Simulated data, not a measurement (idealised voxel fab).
process module | voxel ribs on slabs
cross-section cut | 220 nm wide | cells 5 nm
A cross-section is a grid of square cells, given in bands from the top down. A band is one or more rows of cells.
Each band's line starts with the height of the band's top and of its bottom, in nm. Then come its materials from left to right, each with its width in nm. One material with "throughout" fills the band from edge to edge. "air" is empty space.
Height 0 is the level under which the wafer as received is all one material. The lowest band goes on downwards, as in "0 down".
A width such as "30 to 40" changes by the same amount from each row of cells to the next, from the band's top row to its bottom row.
"no change" after a step means that no cell of the cross-section changed.
closed voids: empty space of 8 cells or more with no open way to the top, each as width x height at its distance from the left edge, in nm
after a step's settings: what the simulator itself notes on the step
overlay nm, on a step with a mask: how far to the right of its planned place the mask lay; to the left if negative
plan
1 op RECEIVE | material Si
2 op DIRECTIONAL_DEP | material SiO2 | thk nm 30
3 op DIRECTIONAL_DEP | material SiN | thk nm 15
4 op MASKED_ETCH | tone cover | mask id RIB | width nm 15 | etch materials SiN | depth nm 10 | overlay nm 0
5 op PATTERN | tone cover | mask id SLAB | material resist | width nm 55 | thk nm 20 | overlay nm 0
6 op DIRECTIONAL_ETCH | etch materials SiN | depth nm 5
7 op STRIP | etch materials resist
8 op FILL_DEP | material SiO2 | thk nm 25
9 op CMP | height nm 60
10 op DIRECTIONAL_DEP | material TiN | thk nm 5
11 op DIRECTIONAL_DEP | material aC | thk nm 15
12 op PATTERN | tone cover | mask id HEATER | material resist | width nm 25 | thk nm 35 | overlay nm 0
13 op DIRECTIONAL_ETCH | etch materials aC | depth nm 15
14 op STRIP | etch materials resist
15 op DIRECTIONAL_ETCH | etch materials TiN | depth nm 5
16 op STRIP | etch materials aC
17 op CONFORMAL_DEP | material SiO2 | thk nm 5
as received, after step 1
  0 down: Si throughout
  closed voids: none
first wafer at the end, as planned
  70 to 65: air 90 | SiO2 35 | air 95
  65 to 60: SiO2 95 | TiN 25 | SiO2 100
  60 to 45: SiO2 throughout
  45 to 35: SiO2 100 | SiN 15 | SiO2 105
  35 to 30: SiO2 80 | SiN 55 | SiO2 85
  30 to 0: SiO2 throughout
  0 down: Si throughout
  closed voids: none
second wafer at the end: like start, like plan, one mistake
  70 to 65: air 90 | SiO2 35 | air 95
  65 to 60: SiO2 95 | TiN 25 | SiO2 100
  60 to 15: SiO2 throughout
  15 to 0: SiN throughout
  0 down: Si throughout
  closed voids: none
what went wrong: steps 2 and 3 were swapped
at the end the second wafer has, in cells: 115 more of SiN | 115 fewer of SiO2
